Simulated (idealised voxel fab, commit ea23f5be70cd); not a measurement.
Process module, titled voxel spacer lines
The cross-section shown here is cut; it is 180 nm wide and divided into square cells measuring 5 nm on a side.
How to read a cross-section here: the picture is a grid of square cells, written as bands going from the top down, and any band can span one or more rows of cells.
Each band's line starts with the height of the band's top and of its bottom, in nm. Then come its materials from left to right, each with its width in nm. One material with "full width" fills the band from edge to edge. "air" is empty space.
The level at which height equals 0 is the one under which the wafer, as it arrives, is entirely one material. No lower edge exists for the bottom band, which continues downward and is notated as in "0 nm and below".
It should be noted that a width expressed as "30 to 40" varies in equal increments from row to row of cells within the band, taking the value of the first number at the top row and that of the second number at the bottom row.
The designation "changes: none", where it is given for a processing step, indicates that no cell of the cross-section was altered in the course of that step.
In the "Sealed voids" entry, you get each enclosed empty space of 8 cells or more, one with no open way to the top, written width x height at distance, distance from the left edge, in nm.
Heads up: the bit after the settings on a step's line is the simulator's remark on that step.
Steps that use a mask can have "overlay nm" on their line. It says how far the mask sat to the right of where it was meant to be. Negative means to the left.
### The process steps that were planned are listed below
1. RECEIVE (material Si)
2. CONFORMAL_DEP (material Al2O3; thk nm 10)
3. DIRECTIONAL_DEP (material TiN; thk nm 10)
4. DIRECTIONAL_DEP (material aC; thk nm 30)
5. PATTERN (tone cover; mask id MANDREL; material resist; width nm 25; pitch nm 70; thk nm 35; overlay nm 0)
6. DIRECTIONAL_ETCH (etch materials aC; depth nm 30)
7. STRIP (etch materials resist)
8. CONFORMAL_DEP (material SiN; thk nm 10)
9. DIRECTIONAL_ETCH (etch materials SiN; depth nm 10)
10. STRIP (etch materials aC)
11. DIRECTIONAL_ETCH (etch materials TiN; depth nm 10)
12. STRIP (etch materials SiN)
13. FILL_DEP (material lowk; thk nm 10)
14. CMP (height nm 20)
### Run as planned: first of two wafers
### Received-state cross-section, reflecting completion of step 1
> 0 nm and below | Si full width
> Sealed voids: none
### The wafer in cross-section once step 2 is complete
> 10 nm to 0 nm | Al2O3 full width
> below 0: unchanged
### The wafer in cross-section once step 3 is complete
> 20 nm to 10 nm | TiN full width
> below 10: unchanged
### The wafer in cross-section once step 4 is complete
> 50 nm to 20 nm | aC full width
> below 20: unchanged
### The wafer in cross-section once step 5 is complete
> 85 nm to 50 nm | 40 nm air  25 nm resist  45 nm air  25 nm resist  45 nm air
> below 50: unchanged
### The wafer in cross-section once step 6 is complete
> 55 nm to 50 nm | 40 nm air  25 nm resist  45 nm air  25 nm resist  45 nm air
> 50 nm to 20 nm | 40 nm air  25 nm aC  45 nm air  25 nm aC  45 nm air
> below 20: unchanged
### The wafer in cross-section once step 7 is complete
> 50 nm to 20 nm | 40 nm air  25 nm aC  45 nm air  25 nm aC  45 nm air
> below 20: unchanged
### The wafer in cross-section once step 8 is complete
> 60 nm to 50 nm | 30 nm air  45 nm SiN  25 nm air  45 nm SiN  35 nm air
> 50 nm to 30 nm | 30 nm air  10 nm SiN  25 nm aC  10 nm SiN  25 nm air  10 nm SiN  25 nm aC  10 nm SiN  35 nm air
> 30 nm to 20 nm | 40 nm SiN  25 nm aC  45 nm SiN  25 nm aC  45 nm SiN
> below 20: unchanged
### The wafer in cross-section once step 9 is complete
> 50 nm to 20 nm | 30 nm air  10 nm SiN  25 nm aC  10 nm SiN  25 nm air  10 nm SiN  25 nm aC  10 nm SiN  35 nm air
> below 20: unchanged
### The wafer in cross-section once step 10 is complete
> 50 nm to 20 nm | 30 nm air  10 nm SiN  25 nm air  10 nm SiN  25 nm air  10 nm SiN  25 nm air  10 nm SiN  35 nm air
> below 20: unchanged
### The wafer in cross-section once step 11 is complete
> 50 nm to 20 nm | 30 nm air  10 nm SiN  25 nm air  10 nm SiN  25 nm air  10 nm SiN  25 nm air  10 nm SiN  35 nm air
> 20 nm to 10 nm | 30 nm air  10 nm TiN  25 nm air  10 nm TiN  25 nm air  10 nm TiN  25 nm air  10 nm TiN  35 nm air
> below 10: unchanged
### The wafer in cross-section once step 12 is complete
> 20 nm to 10 nm | 30 nm air  10 nm TiN  25 nm air  10 nm TiN  25 nm air  10 nm TiN  25 nm air  10 nm TiN  35 nm air
> below 10: unchanged
### The wafer in cross-section once step 13 is complete
> 30 nm to 20 nm | lowk full width
> 20 nm to 10 nm | 30 nm lowk  10 nm TiN  25 nm lowk  10 nm TiN  25 nm lowk  10 nm TiN  25 nm lowk  10 nm TiN  35 nm lowk
> below 10: unchanged
### The wafer in cross-section once step 14 is complete
> 20 nm to 10 nm | 30 nm lowk  10 nm TiN  25 nm lowk  10 nm TiN  25 nm lowk  10 nm TiN  25 nm lowk  10 nm TiN  35 nm lowk
> below 10: unchanged
### The second wafer: identical to the first at the outset and in its planned sequence, differing only in that one mistake was made during processing; up to and including step 1, its path is the first wafer's path
X-section, second wafer, when step 2 was due to finish: changes: none
### X-section, second wafer, when step 3 was due to finish
> 10 nm to 0 nm | TiN full width
> below 0: unchanged
### X-section, second wafer, when step 4 was due to finish
> 40 nm to 10 nm | aC full width
> below 10: unchanged
### X-section, second wafer, when step 5 was due to finish
> 75 nm to 40 nm | 40 nm air  25 nm resist  45 nm air  25 nm resist  45 nm air
> below 40: unchanged
### X-section, second wafer, when step 6 was due to finish
> 45 nm to 40 nm | 40 nm air  25 nm resist  45 nm air  25 nm resist  45 nm air
> 40 nm to 10 nm | 40 nm air  25 nm aC  45 nm air  25 nm aC  45 nm air
> below 10: unchanged
### X-section, second wafer, when step 7 was due to finish
> 40 nm to 10 nm | 40 nm air  25 nm aC  45 nm air  25 nm aC  45 nm air
> below 10: unchanged
### X-section, second wafer, when step 8 was due to finish
> 50 nm to 40 nm | 30 nm air  45 nm SiN  25 nm air  45 nm SiN  35 nm air
> 40 nm to 20 nm | 30 nm air  10 nm SiN  25 nm aC  10 nm SiN  25 nm air  10 nm SiN  25 nm aC  10 nm SiN  35 nm air
> 20 nm to 10 nm | 40 nm SiN  25 nm aC  45 nm SiN  25 nm aC  45 nm SiN
> below 10: unchanged
### X-section, second wafer, when step 9 was due to finish
> 40 nm to 10 nm | 30 nm air  10 nm SiN  25 nm aC  10 nm SiN  25 nm air  10 nm SiN  25 nm aC  10 nm SiN  35 nm air
> below 10: unchanged
### X-section, second wafer, when step 10 was due to finish
> 40 nm to 10 nm | 30 nm air  10 nm SiN  25 nm air  10 nm SiN  25 nm air  10 nm SiN  25 nm air  10 nm SiN  35 nm air
> below 10: unchanged
### X-section, second wafer, when step 11 was due to finish
> 40 nm to 10 nm | 30 nm air  10 nm SiN  25 nm air  10 nm SiN  25 nm air  10 nm SiN  25 nm air  10 nm SiN  35 nm air
> 10 nm to 0 nm | 30 nm air  10 nm TiN  25 nm air  10 nm TiN  25 nm air  10 nm TiN  25 nm air  10 nm TiN  35 nm air
> below 0: unchanged
### X-section, second wafer, when step 12 was due to finish
> 10 nm to 0 nm | 30 nm air  10 nm TiN  25 nm air  10 nm TiN  25 nm air  10 nm TiN  25 nm air  10 nm TiN  35 nm air
> below 0: unchanged
### X-section, second wafer, when step 13 was due to finish
> 20 nm to 10 nm | lowk full width
> 10 nm to 0 nm | 30 nm lowk  10 nm TiN  25 nm lowk  10 nm TiN  25 nm lowk  10 nm TiN  25 nm lowk  10 nm TiN  35 nm lowk
> below 0: unchanged
X-section, second wafer, when step 14 was due to finish: changes: none
What went wrong in running the wafer? plan step 2 never ran because it was skipped
at the end the second wafer has, in cells: -72 Al2O3, +72 lowk
